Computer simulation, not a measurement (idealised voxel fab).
You're looking at the process module voxel wiring stack.
Cross-section cut: width 270 nm, square cells of 5 nm.
Bands, listed from the top down, are how a cross-section gets written in this document; the cross-section itself is a grid of square cells, and a band is one or more rows of them. What a band's entry tells you: where the top is and where the bottom is, as heights in nm, and after that what lies inside, material by material from left to right, each with its width in nm. Empty space is written as the word "air", and a single material marked with the word "everywhere" occupies the band from edge to edge. Measure heights from 0. That's the level where, below it, the as-received wafer is all one material. The lowest band is bottomless and extends downward; write it as in "0 down". Quick explanation for "30..40": the width changes in equal steps down the rows of cells, from the first number in the band's top row to the second number in its bottom row. Where a step carries "nothing got changed", the cross-section came out of it unchanged, cell for cell. So "Enclosed void listing" is basically the list of trapped voids: any empty space of 8 cells or more that can't reach the top through an opening. They're written width x height at distance, the distance being from the left edge, and it's all nm. Formally, on a step line, whatever follows the settings is a remark that the simulator itself makes on the step. overlay nm: mask right of planned place by this much (step with mask). Neg. = left.

# Here's what the planned process steps look like
step 1: RECEIVE, material Si
step 2: CONFORMAL_DEP, material SiO2, thk nm 15
step 3: DIRECTIONAL_DEP, material TiN, thk nm 5
step 4: DIRECTIONAL_DEP, material W, thk nm 15
step 5: MASKED_ETCH, tone cover, mask id METAL_1, width nm 25, pitch nm 50, etch materials W, depth nm 15, overlay nm 0
step 6: MASKED_ETCH, tone cover, mask id METAL_1, width nm 25, pitch nm 50, etch materials TiN, depth nm 5, overlay nm 0
step 7: FILL_DEP, material SiO2, thk nm 10
step 8: CMP, height nm 35
step 9: CONFORMAL_DEP, material SiCN, thk nm 5
step 10: DIRECTIONAL_DEP, material SiO2, thk nm 35
step 11: DIRECTIONAL_DEP, material aC, thk nm 15
step 12: PATTERN, tone open, mask id METAL_2_HOLES, material resist, width nm 15, thk nm 30, overlay nm 0
step 13: DIRECTIONAL_ETCH, etch materials aC, depth nm 15
step 14: STRIP, etch materials resist
step 15: DIRECTIONAL_ETCH, etch materials SiO2, depth nm 35
step 16: STRIP, etch materials aC
step 17: MASKED_ETCH, tone open, mask id METAL_2, width nm 25, pitch nm 50, etch materials SiO2, depth nm 20, overlay nm 0
step 18: MASKED_ETCH, tone open, mask id METAL_2, width nm 25, pitch nm 50, etch materials SiCN, depth nm 5, overlay nm 0
step 19: CONFORMAL_DEP, material TiN, thk nm 5
step 20: FILL_DEP, material Cu, thk nm 5
step 21: CMP, height nm 75
step 22: CONFORMAL_DEP, material SiCN, thk nm 5
step 23: DIRECTIONAL_DEP, material SiO2, thk nm 35
step 24: MASKED_ETCH, tone open, mask id METAL_3_HOLES, width nm 15, etch materials SiO2, depth nm 35, overlay nm 0
step 25: PATTERN, tone open, mask id METAL_3, material resist, width nm 25, pitch nm 50, thk nm 15, overlay nm 0
step 26: DIRECTIONAL_ETCH, etch materials SiO2, depth nm 20
step 27: DIRECTIONAL_ETCH, etch materials SiCN, depth nm 5
step 28: STRIP, etch materials resist
step 29: CONFORMAL_DEP, material TiN, thk nm 5
step 30: FILL_DEP, material Ru, thk nm 10
step 31: CMP, height nm 115
step 32: CONFORMAL_DEP, material SiCN, thk nm 5

# Incoming wafer, cross-sectional view, post step 1
* 0 down  Si everywhere
* Enclosed void listing: none

# End-of-module cross-section of the first of two wafers, processed as planned
* 120 to 115  SiCN everywhere
* 115 to 100  95 of SiO2, 5 of TiN, 15 of Ru, 5 of TiN, 25 of SiO2, 5 of TiN, 15 of Ru, 5 of TiN, 100 of SiO2
* 100 to 95  95 of SiO2, 5 of TiN, 5 of Ru, 15 of TiN, 25 of SiO2, 25 of TiN, 100 of SiO2
* 95 to 80  95 of SiO2, 5 of TiN, 5 of Ru, 5 of TiN, 160 of SiO2
* 80 to 75  95 of SiCN, 15 of TiN, 160 of SiCN
* 75 to 60  95 of SiO2, 5 of TiN, 15 of Cu, 5 of TiN, 25 of SiO2, 5 of TiN, 15 of Cu, 5 of TiN, 100 of SiO2
* 60 to 55  95 of SiO2, 5 of TiN, 5 of Cu, 15 of TiN, 25 of SiO2, 25 of TiN, 100 of SiO2
* 55 to 40  95 of SiO2, 5 of TiN, 5 of Cu, 5 of TiN, 160 of SiO2
* 40 to 35  95 of SiCN, 15 of TiN, 160 of SiCN
* 35 to 20  95 of SiO2, 25 of W, 25 of SiO2, 25 of W, 100 of SiO2
* 20 to 15  95 of SiO2, 25 of TiN, 25 of SiO2, 25 of TiN, 100 of SiO2
* 15 to 0  SiO2 everywhere
* 0 down  Si everywhere
* Enclosed void listing: none

# End-of-module cross-section of the second wafer: identical starting point and process plan to the first, with one processing mistake
* 120 to 115  SiCN everywhere
* 115 to 100  95 of SiO2, 5 of TiN, 15 of Ru, 5 of TiN, 25 of SiO2, 5 of TiN, 15 of Ru, 5 of TiN, 100 of SiO2
* 100 to 95  95 of SiO2, 5 of TiN, 5 of Ru, 15 of TiN, 25 of SiO2, 25 of TiN, 100 of SiO2
* 95 to 80  95 of SiO2, 5 of TiN, 5 of Ru, 5 of TiN, 160 of SiO2
* 80 to 75  95 of SiCN, 15 of TiN, 160 of SiCN
* 75 to 40  TiN everywhere
* 40 to 35  SiCN everywhere
* 35 to 20  95 of SiO2, 25 of W, 25 of SiO2, 25 of W, 100 of SiO2
* 20 to 15  95 of SiO2, 25 of TiN, 25 of SiO2, 25 of TiN, 100 of SiO2
* 15 to 0  SiO2 everywhere
* 0 down  Si everywhere
* Enclosed void listing: none
What went wrong in running the wafer? step 10 did not use the planned setting and instead ran as DIRECTIONAL_DEP, material TiN, thk nm 35
Final difference in cells, second wafer against first, listed per material as more or fewer: Cu: 22 fewer, SiCN: 3 more, SiO2: 329 fewer, TiN: 348 more
